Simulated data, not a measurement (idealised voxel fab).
Documented hereafter: the process module known as voxel released beams.
Each square cell in cross-section cut measures 5 nm, and the section as a whole is 145 nm wide.
Heads up, the way a cross-section reads in here is a grid of square cells, handed over as bands from the top down, with every band being one or more rows of cells. In this notation a band is specified by the heights of its top and bottom, in that order and in nm, after which its materials appear from left to right, each paired with its width in nm. The word "edge to edge" attached to a single material means that material fills the band from edge to edge; the word "empty" stands for empty space. Heights are expressed relative to 0, this being the level below which the as-received wafer comprises one material exclusively. The lowest band is unbounded in the downward direction and is denoted as in "0 down". Read "30..40" as a graded width: first number on top, second number at the bottom, same change between each pair of neighbouring rows. "no alteration", as given for a step, is the statement that not any cell of the cross-section underwent a change during that step. "Enclosed voids" means: voids of 8 cells or more that are shut off from the top with no open way through. Written width x height at distance, distance from the left edge, in nm. Whatever follows a step's settings on its line is a remark the simulator itself makes about that step. overlay nm: how far to the right of its planned place the mask lay on this masked step (negative: to the left).
Process steps foreseen in the plan:
1. op RECEIVE | material Si
2. op CONFORMAL_DEP | material Al2O3 | thk nm 5
3. op DIRECTIONAL_DEP | material SiO2 | thk nm 20
4. op DIRECTIONAL_DEP | material aC | thk nm 10
5. op PATTERN | tone open | mask id ANCHOR | material resist | width nm 25 | thk nm 30 | overlay nm 0
6. op DIRECTIONAL_ETCH | etch materials aC | depth nm 10
7. op STRIP | etch materials resist
8. op DIRECTIONAL_ETCH | etch materials SiO2 | depth nm 20
9. op STRIP | etch materials aC
10. op CONFORMAL_DEP | material polySi | thk nm 10
11. op DIRECTIONAL_DEP | material aC | thk nm 15
12. op PATTERN | tone cover | mask id BEAM | material resist | width nm 80 | thk nm 30 | overlay nm 0
13. op DIRECTIONAL_ETCH | etch materials aC | depth nm 15
14. op STRIP | etch materials resist
15. op DIRECTIONAL_ETCH | etch materials polySi | depth nm 10
16. op STRIP | etch materials aC
17. op STRIP | etch materials SiO2
Cross-section: wafer on arrival = after step 1:
  0 down  Si edge to edge
  Enclosed voids: none
Figure: cross-sectional view of the wafer upon completion of the module, processed from the initial state and according to the plan depicted above, with one error introduced during execution:
  35 to 25  30 of empty | 80 of polySi | 35 of empty
  25 to 20  Al2O3 edge to edge
  20 to 0  SiO2 edge to edge
  0 down  Si edge to edge
  Enclosed voids: none
The plan and the run diverged here: mixed up steps 2 and 3 - ran each in the other's place
